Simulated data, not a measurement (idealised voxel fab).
Proc. module: voxel quadruple lines
Xsec cut, 270 nm wide, square cell size 5 nm.
Cross-section, as written here: a square-cell grid given band by band from the top down, where a band holds one or more rows of cells. It is stipulated that each band's entry specify, in nanometres, the height of the top of the band and then that of its bottom, followed by the materials of the band in left-to-right sequence, each together with its width in nanometres. A single material marked by the word "throughout" is understood to fill the band from edge to edge; the word "empty" is understood to denote empty space. Below 0: as-received wafer, all one material; heights counted from there. Lowest band: no bottom, goes on down, written "top 0, no bottom". It should be noted that a width expressed as "30 to 40" varies in equal increments from row to row of cells within the band, taking the value of the first number at the top row and that of the second number at the bottom row. "left unchanged" (step): cross-section cells unchanged, all of them. The entry titled "Non-vented voids" provides the empty spaces that have no open way to the top, restricted to those of 8 cells or more. Each is presented as width x height at distance, the distance being measured from the left edge, with all three in nm. Anything after a step's settings on that line? It's the simulator's own note about the step. When a step includes a mask, the "overlay nm" setting on its line states how far to the right of its planned place that mask lay, and negative values state how far to the left.
### The following list gives the planned process steps
step 1: RECEIVE, material Si
step 2: CONFORMAL_DEP, material SiO2, thk nm 10
step 3: DIRECTIONAL_DEP, material Ru, thk nm 10
step 4: DIRECTIONAL_DEP, material polySi, thk nm 15
step 5: DIRECTIONAL_DEP, material aC, thk nm 25
step 6: PATTERN, tone cover, mask id MANDREL, material resist, width nm 30, pitch nm 80, thk nm 30, overlay nm 0
step 7: DIRECTIONAL_ETCH, etch materials aC, depth nm 25
step 8: STRIP, etch materials resist
step 9: CONFORMAL_DEP, material SiO2, thk nm 10
step 10: DIRECTIONAL_ETCH, etch materials SiO2, depth nm 10
step 11: STRIP, etch materials aC
step 12: DIRECTIONAL_ETCH, etch materials polySi, depth nm 15
step 13: STRIP, etch materials SiO2
step 14: CONFORMAL_DEP, material SiCN, thk nm 10
step 15: DIRECTIONAL_ETCH, etch materials SiCN, depth nm 10
step 16: STRIP, etch materials polySi
step 17: DIRECTIONAL_ETCH, etch materials Ru, depth nm 10
step 18: STRIP, etch materials SiCN
### First wafer of two (run as planned)
### As-received wafer cross-section (after step 1)
* top 0, no bottom = Si throughout
* Non-vented voids: none
### Upon completion of step 2, the wafer appears in cross-section as shown
* top 10, bottom 0 = SiO2 throughout
* No changes below 0.
### Upon completion of step 3, the wafer appears in cross-section as shown
* top 20, bottom 10 = Ru throughout
* No changes below 10.
### Upon completion of step 4, the wafer appears in cross-section as shown
* top 35, bottom 20 = polySi throughout
* No changes below 20.
### Upon completion of step 5, the wafer appears in cross-section as shown
* top 60, bottom 35 = aC throughout
* No changes below 35.
### Upon completion of step 6, the wafer appears in cross-section as shown
* top 90, bottom 60 = empty 80  resist 30  empty 50  resist 30  empty 80
* No changes below 60.
### Upon completion of step 7, the wafer appears in cross-section as shown
* top 65, bottom 60 = empty 80  resist 30  empty 50  resist 30  empty 80
* top 60, bottom 35 = empty 80  aC 30  empty 50  aC 30  empty 80
* No changes below 35.
### Upon completion of step 8, the wafer appears in cross-section as shown
* top 60, bottom 35 = empty 80  aC 30  empty 50  aC 30  empty 80
* No changes below 35.
### Upon completion of step 9, the wafer appears in cross-section as shown
* top 70, bottom 60 = empty 70  SiO2 50  empty 30  SiO2 50  empty 70
* top 60, bottom 45 = empty 70  SiO2 10  aC 30  SiO2 10  empty 30  SiO2 10  aC 30  SiO2 10  empty 70
* top 45, bottom 35 = SiO2 80  aC 30  SiO2 50  aC 30  SiO2 80
* No changes below 35.
### Upon completion of step 10, the wafer appears in cross-section as shown
* top 60, bottom 35 = empty 70  SiO2 10  aC 30  SiO2 10  empty 30  SiO2 10  aC 30  SiO2 10  empty 70
* No changes below 35.
### Upon completion of step 11, the wafer appears in cross-section as shown
* top 60, bottom 35 = empty 70  SiO2 10  empty 30  SiO2 10  empty 30  SiO2 10  empty 30  SiO2 10  empty 70
* No changes below 35.
### Upon completion of step 12, the wafer appears in cross-section as shown
* top 60, bottom 35 = empty 70  SiO2 10  empty 30  SiO2 10  empty 30  SiO2 10  empty 30  SiO2 10  empty 70
* top 35, bottom 20 = empty 70  polySi 10  empty 30  polySi 10  empty 30  polySi 10  empty 30  polySi 10  empty 70
* No changes below 20.
### Upon completion of step 13, the wafer appears in cross-section as shown
* top 35, bottom 20 = empty 70  polySi 10  empty 30  polySi 10  empty 30  polySi 10  empty 30  polySi 10  empty 70
* No changes below 20.
### Upon completion of step 14, the wafer appears in cross-section as shown
* top 45, bottom 35 = empty 60  SiCN 30  empty 10  SiCN 30  empty 10  SiCN 30  empty 10  SiCN 30  empty 60
* top 35, bottom 30 = empty 60  SiCN 10  polySi 10  SiCN 10  empty 10  SiCN 10  polySi 10  SiCN 10  empty 10  SiCN 10  polySi 10  SiCN 10  empty 10  SiCN 10  polySi 10  SiCN 10  empty 60
* top 30, bottom 20 = SiCN 70  polySi 10  SiCN 30  polySi 10  SiCN 30  polySi 10  SiCN 30  polySi 10  SiCN 70
* No changes below 20.
### Upon completion of step 15, the wafer appears in cross-section as shown
* top 35, bottom 20 = empty 60  SiCN 10  polySi 10  SiCN 10  empty 10  SiCN 10  polySi 10  SiCN 10  empty 10  SiCN 10  polySi 10  SiCN 10  empty 10  SiCN 10  polySi 10  SiCN 10  empty 60
* No changes below 20.
### Upon completion of step 16, the wafer appears in cross-section as shown
* top 35, bottom 20 = empty 60  SiCN 10  empty 10  SiCN 10  empty 10  SiCN 10  empty 10  SiCN 10  empty 10  SiCN 10  empty 10  SiCN 10  empty 10  SiCN 10  empty 10  SiCN 10  empty 60
* No changes below 20.
### Upon completion of step 17, the wafer appears in cross-section as shown
* top 35, bottom 20 = empty 60  SiCN 10  empty 10  SiCN 10  empty 10  SiCN 10  empty 10  SiCN 10  empty 10  SiCN 10  empty 10  SiCN 10  empty 10  SiCN 10  empty 10  SiCN 10  empty 60
* top 20, bottom 10 = empty 60  Ru 10  empty 10  Ru 10  empty 10  Ru 10  empty 10  Ru 10  empty 10  Ru 10  empty 10  Ru 10  empty 10  Ru 10  empty 10  Ru 10  empty 60
* No changes below 10.
### Upon completion of step 18, the wafer appears in cross-section as shown
* top 20, bottom 10 = empty 60  Ru 10  empty 10  Ru 10  empty 10  Ru 10  empty 10  Ru 10  empty 10  Ru 10  empty 10  Ru 10  empty 10  Ru 10  empty 10  Ru 10  empty 60
* No changes below 10.
### Wafer two. Same start, same plan, one slip in execution. Same as wafer one through step 16, inclusive
### Second wafer, sectioned view, at step 17's planned end time
* top 35, bottom 20 = empty 60  SiCN 10  empty 10  SiCN 10  empty 10  SiCN 10  empty 10  SiCN 10  empty 10  SiCN 10  empty 10  SiCN 10  empty 10  SiCN 10  empty 10  SiCN 10  empty 60
* top 20, bottom 10 = empty 60  Ru 10  empty 10  Ru 10  empty 10  Ru 10  empty 10  Ru 10  empty 10  Ru 10  empty 10  Ru 10  empty 10  Ru 10  empty 10  Ru 10  empty 60
* No changes below 10.
### Second wafer, sectioned view, at step 18's planned end time
* top 20, bottom 10 = empty 60  Ru 10  empty 10  Ru 10  empty 10  Ru 10  empty 10  Ru 10  empty 10  Ru 10  empty 10  Ru 10  empty 10  Ru 10  empty 10  Ru 10  empty 60
* No changes below 10.
What was done differently from what was planned? step 17 of the plan was twice carried out
at the end the two cross-sections are the same: no effect in what this model computes
